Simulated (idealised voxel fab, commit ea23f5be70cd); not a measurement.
The following process module bears the name voxel released beams.
In the cross-section labelled cut, the width is 185 nm and each square cell is 5 nm.
Cross-section, as written here: a square-cell grid given band by band from the top down, where a band holds one or more rows of cells.
Band: top height; bottom height; in nm. Then, left to right: material with width in nm, for each material. "everywhere": a single material spanning edge to edge. "air": empty space.
A quick word on heights: they are counted from 0, and under that level the wafer as it came to us is one material throughout. The lowest band is different from the rest in having no bottom; it simply continues downward, written as in "0 and below".
A two-number width, for instance "30->40", indicates that the width is equal to the first number in the top row of the band and to the second number in the bottom row, and that it changes by a constant amount per row of cells.
Key: "stayed the same" - step with no changed cell in the cross-section.
"closed voids" contains a list of empty spaces, each no smaller than 8 cells and without an open way to the top, written in the form width x height at distance with the distance from the left edge and all three in nm.
Heads up: the bit after the settings on a step's line is the simulator's remark on that step.
You can add "overlay nm" to a step's line. For a step with a mask, it describes how far the mask lay to the right of its planned position, and a negative number describes a lay to the left.
The planned process steps are enumerated hereunder
step 1: RECEIVE [material Si]
step 2: CONFORMAL_DEP [material SiN] [thk nm 5]
step 3: DIRECTIONAL_DEP [material SiO2] [thk nm 15]
step 4: MASKED_ETCH [tone open] [mask id ANCHOR] [width nm 30] [etch materials SiO2] [depth nm 15] [overlay nm 0]
step 5: CONFORMAL_DEP [material TiN] [thk nm 10]
step 6: PATTERN [tone cover] [mask id BEAM] [material resist] [width nm 105] [thk nm 20] [overlay nm 0]
step 7: DIRECTIONAL_ETCH [etch materials TiN] [depth nm 10]
step 8: STRIP [etch materials resist]
step 9: STRIP [etch materials SiO2]
This is the cross-section of the wafer as we received it, i.e. after step 1
	0 and below | Si everywhere
	closed voids: none
Wafer cross-section at module end: first of two, run to plan
	30 down to 20 | air (35); TiN (15); air (10); TiN (80); air (45)
	20 down to 15 | air (40); TiN (10); air (10); TiN (10); air (115)
	15 down to 5 | air (40); TiN (30); air (115)
	5 down to 0 | SiN everywhere
	0 and below | Si everywhere
	closed voids: none
Cross-section at end of module for the second wafer of two, which matched the first in starting point and plan and differed by one mistake in its processing
	30 down to 20 | air (35); TiN (45); air (105)
	20 down to 15 | air (30); TiN (10); SiO2 (30); TiN (10); air (105)
	15 down to 5 | air (30); TiN (10); SiO2 (30); TiN (70); air (45)
	5 down to 0 | SiN everywhere
	0 and below | Si everywhere
	closed voids: none
Heads up, the wafer didn't run the way we planned it: step 4, actual vs plan mismatch, actual run MASKED_ETCH [tone cover] [mask id ANCHOR] [width nm 30] [etch materials SiO2] [depth nm 15] [overlay nm 0]
Counted in cells at the end, the second wafer holds more or fewer of these materials than the first: 18 more of SiO2
